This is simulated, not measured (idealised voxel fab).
voxel self aligned contacts: a process module
Shown is cross-section cut, with a width of 210 nm and square cells of size 5 nm.
For the purposes of this document, a cross-section shall be understood as a grid of square cells, specified as bands listed in top-to-bottom order, each band consisting of one or more rows of cells. The entry gives the band's vertical extent as a top height and a bottom height in nm, then its horizontal make-up as materials from left to right, each with a width in nm. "blank" stands for empty space; a single material marked "full width" fills the band edge to edge. Note: height 0 marks the level under which the wafer is uniformly one material as received. Lowest band unbounded below, written "0 nm and below". When a width is written as two numbers, as in "30..40", the first number is the width in the top row of cells of the band and the second is the width in its bottom row, and the width changes by the same amount from each row to the next. Step note "no alteration" = no cross-section cell changed. Closed-off voids of 8+ cells (no open route to the top) go in "Closed void listing", written width x height at distance from the left edge, in nm. Post-settings text on a step line: simulator's own remark regarding the step. For masked steps, "overlay nm" on the step line gives how far right of plan the mask actually lay; a minus sign means it lay to the left.

### Process steps - plan
1. RECEIVE (material Si)
2. OXIDIZE (depth nm 5)
3. DIRECTIONAL_DEP (material polySi; thk nm 25)
4. DIRECTIONAL_DEP (material SiN; thk nm 20)
5. PATTERN (tone cover; mask id GATE; material resist; width nm 30; pitch nm 55; thk nm 15; overlay nm 0)
6. DIRECTIONAL_ETCH (etch materials SiN; depth nm 20)
7. DIRECTIONAL_ETCH (etch materials polySi; depth nm 25)
8. STRIP (etch materials resist)
9. CONFORMAL_DEP (material SiN; thk nm 5)
10. DIRECTIONAL_ETCH (etch materials SiN; depth nm 5)
11. FILL_DEP (material SiO2; thk nm 15)
12. CMP (height nm 55)
13. PATTERN (tone open; mask id CONTACT; material resist; width nm 35; pitch nm 55; thk nm 15; overlay nm 0)
14. DIRECTIONAL_ETCH (etch materials SiO2; depth nm 60)
15. STRIP (etch materials resist)
16. CONFORMAL_DEP (material TiN; thk nm 5)
17. FILL_DEP (material W; thk nm 10)
18. CMP (height nm 55)
19. CONFORMAL_DEP (material SiCN; thk nm 5)

### First of the two wafers, run per plan

### Cross-section: wafer on arrival = after step 1
> 0 nm and below | Si full width
> Closed void listing: none

### Step 2 done - wafer cross-section
> 0 nm to -5 nm | SiO2 full width
> For the remainder of the cross-section, below -5, there is no change.

### Step 3 done - wafer cross-section
> 25 nm to 0 nm | polySi full width
> For the remainder of the cross-section, below 0, there is no change.

### Step 4 done - wafer cross-section
> 45 nm to 25 nm | SiN full width
> For the remainder of the cross-section, below 25, there is no change.

### Step 5 done - wafer cross-section
> 60 nm to 45 nm | blank 35, then resist 30, then blank 25, then resist 30, then blank 25, then resist 30, then blank 35
> For the remainder of the cross-section, below 45, there is no change.

### Step 6 done - wafer cross-section
> 60 nm to 45 nm | blank 35, then resist 30, then blank 25, then resist 30, then blank 25, then resist 30, then blank 35
> 45 nm to 25 nm | blank 35, then SiN 30, then blank 25, then SiN 30, then blank 25, then SiN 30, then blank 35
> For the remainder of the cross-section, below 25, there is no change.

### Step 7 done - wafer cross-section
> 60 nm to 45 nm | blank 35, then resist 30, then blank 25, then resist 30, then blank 25, then resist 30, then blank 35
> 45 nm to 25 nm | blank 35, then SiN 30, then blank 25, then SiN 30, then blank 25, then SiN 30, then blank 35
> 25 nm to 0 nm | blank 35, then polySi 30, then blank 25, then polySi 30, then blank 25, then polySi 30, then blank 35
> For the remainder of the cross-section, below 0, there is no change.

### Step 8 done - wafer cross-section
> 45 nm to 25 nm | blank 35, then SiN 30, then blank 25, then SiN 30, then blank 25, then SiN 30, then blank 35
> For the remainder of the cross-section, below 25, there is no change.

### Step 9 done - wafer cross-section
> 50 nm to 25 nm | blank 30, then SiN 40, then blank 15, then SiN 40, then blank 15, then SiN 40, then blank 30
> 25 nm to 5 nm | blank 30, then SiN 5, then polySi 30, then SiN 5, then blank 15, then SiN 5, then polySi 30, then SiN 5, then blank 15, then SiN 5, then polySi 30, then SiN 5, then blank 30
> 5 nm to 0 nm | SiN 35, then polySi 30, then SiN 25, then polySi 30, then SiN 25, then polySi 30, then SiN 35
> For the remainder of the cross-section, below 0, there is no change.

### Step 10 done - wafer cross-section
> 45 nm to 25 nm | blank 30, then SiN 40, then blank 15, then SiN 40, then blank 15, then SiN 40, then blank 30
> 25 nm to 0 nm | blank 30, then SiN 5, then polySi 30, then SiN 5, then blank 15, then SiN 5, then polySi 30, then SiN 5, then blank 15, then SiN 5, then polySi 30, then SiN 5, then blank 30
> For the remainder of the cross-section, below 0, there is no change.

### Step 11 done - wafer cross-section
> 60 nm to 45 nm | SiO2 full width
> 45 nm to 25 nm | SiO2 30, then SiN 40, then SiO2 15, then SiN 40, then SiO2 15, then SiN 40, then SiO2 30
> 25 nm to 0 nm | SiO2 30, then SiN 5, then polySi 30, then SiN 5, then SiO2 15, then SiN 5, then polySi 30, then SiN 5, then SiO2 15, then SiN 5, then polySi 30, then SiN 5, then SiO2 30
> For the remainder of the cross-section, below 0, there is no change.

### Step 12 done - wafer cross-section
> 55 nm to 45 nm | SiO2 full width
> For the remainder of the cross-section, below 45, there is no change.

### Step 13 done - wafer cross-section
> 70 nm to 55 nm | resist 60, then blank 35, then resist 20, then blank 35, then resist 60
> For the remainder of the cross-section, below 55, there is no change.

### Step 14 done - wafer cross-section
> 70 nm to 55 nm | resist 60, then blank 35, then resist 20, then blank 35, then resist 60
> 55 nm to 45 nm | SiO2 60, then blank 35, then SiO2 20, then blank 35, then SiO2 60
> 45 nm to 25 nm | SiO2 30, then SiN 40, then blank 15, then SiN 40, then blank 15, then SiN 40, then SiO2 30
> 25 nm to 0 nm | SiO2 30, then SiN 5, then polySi 30, then SiN 5, then blank 15, then SiN 5, then polySi 30, then SiN 5, then blank 15, then SiN 5, then polySi 30, then SiN 5, then SiO2 30
> 0 nm to -5 nm | SiO2 70, then blank 15, then SiO2 40, then blank 15, then SiO2 70
> For the remainder of the cross-section, below -5, there is no change.

### Step 15 done - wafer cross-section
> 55 nm to 45 nm | SiO2 60, then blank 35, then SiO2 20, then blank 35, then SiO2 60
> For the remainder of the cross-section, below 45, there is no change.

### Step 16 done - wafer cross-section
> 60 nm to 55 nm | TiN 65, then blank 25, then TiN 30, then blank 25, then TiN 65
> 55 nm to 45 nm | SiO2 60, then TiN 5..15, then blank 25..5, then TiN 5..15, then SiO2 20, then TiN 5..15, then blank 25..5, then TiN 5..15, then SiO2 60
> 45 nm to 25 nm | SiO2 30, then SiN 40, then TiN 5, then blank 5, then TiN 5, then SiN 40, then TiN 5, then blank 5, then TiN 5, then SiN 40, then SiO2 30
> 25 nm to 0 nm | SiO2 30, then SiN 5, then polySi 30, then SiN 5, then TiN 5, then blank 5, then TiN 5, then SiN 5, then polySi 30, then SiN 5, then TiN 5, then blank 5, then TiN 5, then SiN 5, then polySi 30, then SiN 5, then SiO2 30
> 0 nm to -5 nm | SiO2 70, then TiN 15, then SiO2 40, then TiN 15, then SiO2 70
> For the remainder of the cross-section, below -5, there is no change.

### Step 17 done - wafer cross-section
> 70 nm to 60 nm | W full width
> 60 nm to 55 nm | TiN 65, then W 25, then TiN 30, then W 25, then TiN 65
> 55 nm to 45 nm | SiO2 60, then TiN 5..15, then W 25..5, then TiN 5..15, then SiO2 20, then TiN 5..15, then W 25..5, then TiN 5..15, then SiO2 60
> 45 nm to 25 nm | SiO2 30, then SiN 40, then TiN 5, then W 5, then TiN 5, then SiN 40, then TiN 5, then W 5, then TiN 5, then SiN 40, then SiO2 30
> 25 nm to 0 nm | SiO2 30, then SiN 5, then polySi 30, then SiN 5, then TiN 5, then W 5, then TiN 5, then SiN 5, then polySi 30, then SiN 5, then TiN 5, then W 5, then TiN 5, then SiN 5, then polySi 30, then SiN 5, then SiO2 30
> For the remainder of the cross-section, below 0, there is no change.

### Step 18 done - wafer cross-section
> 55 nm to 45 nm | SiO2 60, then TiN 5..15, then W 25..5, then TiN 5..15, then SiO2 20, then TiN 5..15, then W 25..5, then TiN 5..15, then SiO2 60
> For the remainder of the cross-section, below 45, there is no change.

### Step 19 done - wafer cross-section
> 60 nm to 55 nm | SiCN full width
> For the remainder of the cross-section, below 55, there is no change.

### Second wafer - shared start and plan with the first - one error in running - same as the first up to step 12 inclusive

### Cross-sectional representation of the second wafer at the time designated in the plan for the completion of step 13
> 70 nm to 55 nm | blank 60, then resist 35, then blank 20, then resist 35, then blank 60
> For the remainder of the cross-section, below 55, there is no change.

### Cross-sectional representation of the second wafer at the time designated in the plan for the completion of step 14
> 70 nm to 55 nm | blank 60, then resist 35, then blank 20, then resist 35, then blank 60
> 55 nm to 45 nm | blank 60, then SiO2 35, then blank 20, then SiO2 35, then blank 60
> 45 nm to 25 nm | blank 30, then SiN 40, then SiO2 15, then SiN 40, then SiO2 15, then SiN 40, then blank 30
> 25 nm to 0 nm | blank 30, then SiN 5, then polySi 30, then SiN 5, then SiO2 15, then SiN 5, then polySi 30, then SiN 5, then SiO2 15, then SiN 5, then polySi 30, then SiN 5, then blank 30
> 0 nm to -5 nm | blank 30, then SiO2 150, then blank 30
> For the remainder of the cross-section, below -5, there is no change.

### Cross-sectional representation of the second wafer at the time designated in the plan for the completion of step 15
> 55 nm to 45 nm | blank 60, then SiO2 35, then blank 20, then SiO2 35, then blank 60
> For the remainder of the cross-section, below 45, there is no change.

### Cross-sectional representation of the second wafer at the time designated in the plan for the completion of step 16
> 60 nm to 55 nm | blank 55, then TiN 45, then blank 10, then TiN 45, then blank 55
> 55 nm to 50 nm | blank 55, then TiN 5, then SiO2 35, then TiN 5, then blank 10, then TiN 5, then SiO2 35, then TiN 5, then blank 55
> 50 nm to 45 nm | blank 25, then TiN 35, then SiO2 35, then TiN 20, then SiO2 35, then TiN 35, then blank 25
> 45 nm to 25 nm | blank 25, then TiN 5, then SiN 40, then SiO2 15, then SiN 40, then SiO2 15, then SiN 40, then TiN 5, then blank 25
> 25 nm to 0 nm | blank 25, then TiN 5, then SiN 5, then polySi 30, then SiN 5, then SiO2 15, then SiN 5, then polySi 30, then SiN 5, then SiO2 15, then SiN 5, then polySi 30, then SiN 5, then TiN 5, then blank 25
> 0 nm to -5 nm | TiN 30, then SiO2 150, then TiN 30
> For the remainder of the cross-section, below -5, there is no change.

### Cross-sectional representation of the second wafer at the time designated in the plan for the completion of step 17
> 70 nm to 60 nm | W full width
> 60 nm to 55 nm | W 55, then TiN 45, then W 10, then TiN 45, then W 55
> 55 nm to 50 nm | W 55, then TiN 5, then SiO2 35, then TiN 5, then W 10, then TiN 5, then SiO2 35, then TiN 5, then W 55
> 50 nm to 45 nm | W 25, then TiN 35, then SiO2 35, then TiN 20, then SiO2 35, then TiN 35, then W 25
> 45 nm to 25 nm | W 25, then TiN 5, then SiN 40, then SiO2 15, then SiN 40, then SiO2 15, then SiN 40, then TiN 5, then W 25
> 25 nm to 0 nm | W 25, then TiN 5, then SiN 5, then polySi 30, then SiN 5, then SiO2 15, then SiN 5, then polySi 30, then SiN 5, then SiO2 15, then SiN 5, then polySi 30, then SiN 5, then TiN 5, then W 25
> For the remainder of the cross-section, below 0, there is no change.

### Cross-sectional representation of the second wafer at the time designated in the plan for the completion of step 18
> 55 nm to 50 nm | W 55, then TiN 5, then SiO2 35, then TiN 5, then W 10, then TiN 5, then SiO2 35, then TiN 5, then W 55
> For the remainder of the cross-section, below 50, there is no change.

### Cross-sectional representation of the second wafer at the time designated in the plan for the completion of step 19
> 60 nm to 55 nm | SiCN full width
> For the remainder of the cross-section, below 55, there is no change.
Against the plan, the run slipped here: not per plan at step 13, really ran PATTERN (tone cover; mask id CONTACT; material resist; width nm 35; pitch nm 55; thk nm 15; overlay nm 0)
The closing comparison, in cells, has the second wafer with more or fewer of some materials than the first: -88 SiO2; -6 TiN; +94 W
